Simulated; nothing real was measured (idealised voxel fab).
process module | voxel double patterning
cross-section cut | 300 nm wide | cells 5 nm
A cross-section is a grid of square cells, given in bands from the top down. A band is one or more rows of cells.
Each band's line starts with the height of the band's top and of its bottom, in nm. Then come its materials from left to right, each with its width in nm. One material with "throughout" fills the band from edge to edge. "air" is empty space.
Height 0 is the level under which the wafer as received is all one material. The lowest band goes on downwards, as in "0 down".
A width such as "30 to 40" changes by the same amount from each row of cells to the next, from the band's top row to its bottom row.
"no change" after a step means that no cell of the cross-section changed.
closed voids: empty space of 8 cells or more with no open way to the top, each as width x height at its distance from the left edge, in nm
after a step's settings: what the simulator itself notes on the step
overlay nm, on a step with a mask: how far to the right of its planned place the mask lay; to the left if negative
plan
1 op RECEIVE | material Si
2 op CONFORMAL_DEP | material SiN | thk nm 5
3 op DIRECTIONAL_DEP | material SiO2 | thk nm 20
4 op DIRECTIONAL_DEP | material SiCN | thk nm 10
5 op DIRECTIONAL_DEP | material aC | thk nm 10
6 op PATTERN | tone open | mask id FIRST | material resist | width nm 15 | pitch nm 50 | thk nm 25 | overlay nm 0
7 op DIRECTIONAL_ETCH | etch materials aC | depth nm 10
8 op STRIP | etch materials resist
9 op DIRECTIONAL_ETCH | etch materials SiCN | depth nm 10
10 op STRIP | etch materials aC
11 op DIRECTIONAL_DEP | material aC | thk nm 10
12 op PATTERN | tone open | mask id SECOND | material resist | width nm 15 | pitch nm 50 | thk nm 30 | overlay nm 0
13 op DIRECTIONAL_ETCH | etch materials aC | depth nm 10
14 op STRIP | etch materials resist
15 op DIRECTIONAL_ETCH | etch materials SiCN | depth nm 10
16 op STRIP | etch materials aC
17 op DIRECTIONAL_ETCH | etch materials SiO2 | depth nm 20
18 op STRIP | etch materials SiCN
as received, after step 1
  0 down: Si throughout
  closed voids: none
first wafer at the end, as planned
  25 to 5: SiO2 90 | air 15 | SiO2 10 | air 15 | SiO2 10 | air 15 | SiO2 10 | air 15 | SiO2 10 | air 15 | SiO2 95
  5 to 0: SiN throughout
  0 down: Si throughout
  closed voids: none
second wafer at the end: like start, like plan, one mistake
  20 to 0: SiO2 90 | air 15 | SiO2 10 | air 15 | SiO2 10 | air 15 | SiO2 10 | air 15 | SiO2 10 | air 15 | SiO2 95
  0 down: Si throughout
  closed voids: none
what went wrong: step 2 was left out
at the end the second wafer has, in cells: 60 fewer of SiN
